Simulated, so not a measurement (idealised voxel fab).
A process module follows: voxel transistor to metal.
Pictured: cross-section cut, 145 nm wide, on a grid of 5 nm square cells.
Throughout this document, each cross-section is represented as a grid of square cells and is presented as a sequence of bands enumerated from the top downward, where a band comprises one or more rows of cells. A band entry consists of two parts. The first gives the height of the band's top and the height of its bottom, in nm. The rest lists the band's materials from left to right, each with its width in nm. A single material labelled with the word "all across" fills the band from edge to edge, and the word "air" marks empty space. We count height from 0. Below that, the starting wafer is all one material. The lowest band never ends at the bottom but goes on down; see "0 -> down" for how that is written. A width such as "30 to 40" changes by the same amount from each row of cells to the next, from the band's top row to its bottom row. "nothing was modified" means the step left every cell of the cross-section as it was. Empty spaces without an open route to the top, at least 8 cells in extent, make up the entry "Closed cavities"; each is given as width x height at distance, where the distance is measured from the left edge, and all are in nm. after a step's settings: what the simulator itself notes on the step. Regarding "overlay nm": on a step with a mask, it is the distance the mask lay to the right of its planned place; a negative value places it to the left.

[Planned process steps]
1: RECEIVE,material Si
2: OXIDIZE,depth nm 5
3: CONFORMAL_DEP,material SiN,thk nm 10
4: DIRECTIONAL_DEP,material aC,thk nm 10
5: PATTERN,tone cover,mask id ACTIVE,material resist,width nm 105,thk nm 30,overlay nm 0
6: DIRECTIONAL_ETCH,etch materials aC,depth nm 10
7: STRIP,etch materials resist
8: DIRECTIONAL_ETCH,etch materials SiN,depth nm 10
9: DIRECTIONAL_ETCH,etch materials SiO2,depth nm 5
10: DIRECTIONAL_ETCH,etch materials Si,depth nm 25
11: STRIP,etch materials aC
12: FILL_DEP,material SiO2,thk nm 5
13: CMP,height nm 10
14: SELECTIVE_ETCH,etch materials SiO2,depth nm 10
15: STRIP,etch materials SiN
16: SELECTIVE_ETCH,etch materials SiO2,depth nm 5
17: OXIDIZE,depth nm 5
18: DIRECTIONAL_DEP,material polySi,thk nm 30
19: DIRECTIONAL_DEP,material SiCN,thk nm 10
20: DIRECTIONAL_DEP,material aC,thk nm 15
21: PATTERN,tone cover,mask id GATE,material resist,width nm 35,thk nm 30,overlay nm 0
22: DIRECTIONAL_ETCH,etch materials aC,depth nm 15
23: STRIP,etch materials resist
24: DIRECTIONAL_ETCH,etch materials SiCN,depth nm 20
25: DIRECTIONAL_ETCH,etch materials polySi,depth nm 40
26: STRIP,etch materials aC
27: CONFORMAL_DEP,material SiN,thk nm 5
28: DIRECTIONAL_ETCH,etch materials SiN,depth nm 5
29: DIRECTIONAL_ETCH,etch materials SiO2,depth nm 5
30: DIRECTIONAL_ETCH,etch materials Si,depth nm 5
31: EPI,material SiGe,thk nm 5
32: FILL_DEP,material SiO2,thk nm 10
33: CMP,height nm 25
34: STRIP,etch materials polySi
35: SELECTIVE_ETCH,etch materials SiO2,depth nm 5
36: CONFORMAL_DEP,material HfO2,thk nm 5
37: CONFORMAL_DEP,material TiN,thk nm 5
38: FILL_DEP,material W,thk nm 5
39: CMP,height nm 20
40: DIRECTIONAL_DEP,material SiO2,thk nm 15
41: DIRECTIONAL_DEP,material aC,thk nm 10
42: PATTERN,tone open,mask id CONTACT,material resist,width nm 15,pitch nm 80,thk nm 30,overlay nm 0
43: DIRECTIONAL_ETCH,etch materials aC,depth nm 10
44: STRIP,etch materials resist
45: DIRECTIONAL_ETCH,etch materials SiO2,depth nm 45
46: STRIP,etch materials aC
47: CONFORMAL_DEP,material TiN,thk nm 5
48: FILL_DEP,material Ru,thk nm 5
49: CMP,height nm 35
50: CONFORMAL_DEP,material SiCN,thk nm 5
51: DIRECTIONAL_DEP,material SiO2,thk nm 25
52: MASKED_ETCH,tone open,mask id METAL_1,width nm 15,pitch nm 80,etch materials SiO2,depth nm 25,overlay nm 0
53: MASKED_ETCH,tone open,mask id METAL_1,width nm 15,pitch nm 80,etch materials SiCN,depth nm 5,overlay nm 0
54: CONFORMAL_DEP,material TiN,thk nm 5
55: FILL_DEP,material Ru,thk nm 5
56: CMP,height nm 65
57: EPI,material Ru,thk nm 5
58: FILL_DEP,material SiCN,thk nm 5

[Cross-sectional view of the wafer in its as-received condition, corresponding to the state after step 1]
- 0 -> down = Si all across
- Closed cavities: none

[first wafer at the end, as planned]
- 75 -> 70 = SiCN all across
- 70 -> 65 = SiCN: 20  Ru: 25  SiCN: 55  Ru: 25  SiCN: 20
- 65 -> 40 = SiO2: 25  TiN: 5  Ru: 5  TiN: 5  SiO2: 65  TiN: 5  Ru: 5  TiN: 5  SiO2: 25
- 40 -> 35 = SiCN: 25  TiN: 15  SiCN: 65  TiN: 15  SiCN: 25
- 35 -> 20 = SiO2: 25  TiN: 5  Ru: 5  TiN: 5  SiO2: 65  TiN: 5  Ru: 5  TiN: 5  SiO2: 25
- 20 -> 0 = SiO2: 25  TiN: 5  Ru: 5  TiN: 5  SiO2: 10  SiN: 5  HfO2: 5  TiN: 5  W: 15  TiN: 5  HfO2: 5  SiN: 5  SiO2: 10  TiN: 5  Ru: 5  TiN: 5  SiO2: 25
- 0 -> -5 = SiO2: 25  TiN: 5  Ru: 5  TiN: 5  SiO2: 10  SiN: 5  HfO2: 5  TiN: 25  HfO2: 5  SiN: 5  SiO2: 10  TiN: 5  Ru: 5  TiN: 5  SiO2: 25
- -5 -> -10 = SiO2: 25  TiN: 15  SiO2: 5  SiGe: 5  HfO2: 45  SiGe: 5  SiO2: 5  TiN: 15  SiO2: 25
- -10 -> -15 = SiO2: 20  SiGe: 30  Si: 45  SiGe: 30  SiO2: 20
- -15 -> -30 = SiO2: 20  Si: 105  SiO2: 20
- -30 -> down = Si all across
- Closed cavities: none

[Cross-sectional view: second of two wafers, end of module; start and plan identical to the first, one mistake in running]
- 75 -> 70 = SiCN all across
- 70 -> 65 = SiCN: 20  Ru: 25  SiCN: 55  Ru: 25  SiCN: 20
- 65 -> 40 = SiO2: 25  TiN: 5  Ru: 5  TiN: 5  SiO2: 65  TiN: 5  Ru: 5  TiN: 5  SiO2: 25
- 40 -> 35 = SiCN: 25  TiN: 15  SiCN: 65  TiN: 15  SiCN: 25
- 35 -> 20 = SiO2: 25  TiN: 5  Ru: 5  TiN: 5  SiO2: 65  TiN: 5  Ru: 5  TiN: 5  SiO2: 25
- 20 -> 0 = SiO2: 25  TiN: 5  Ru: 5  TiN: 5  SiO2: 10  SiN: 5  TiN: 5  HfO2: 5  W: 15  HfO2: 5  TiN: 5  SiN: 5  SiO2: 10  TiN: 5  Ru: 5  TiN: 5  SiO2: 25
- 0 -> -5 = SiO2: 25  TiN: 5  Ru: 5  TiN: 5  SiO2: 10  SiN: 5  TiN: 5  HfO2: 25  TiN: 5  SiN: 5  SiO2: 10  TiN: 5  Ru: 5  TiN: 5  SiO2: 25
- -5 -> -10 = SiO2: 25  TiN: 15  SiO2: 5  SiGe: 5  TiN: 45  SiGe: 5  SiO2: 5  TiN: 15  SiO2: 25
- -10 -> -15 = SiO2: 20  SiGe: 30  Si: 45  SiGe: 30  SiO2: 20
- -15 -> -30 = SiO2: 20  Si: 105  SiO2: 20
- -30 -> down = Si all across
- Closed cavities: none
Processing error: steps 36 and 37 got flipped, so each one ran where the other should have
Heads up, by the end the second wafer has more or fewer cells of some materials compared to the first: HfO2 -6; TiN +6
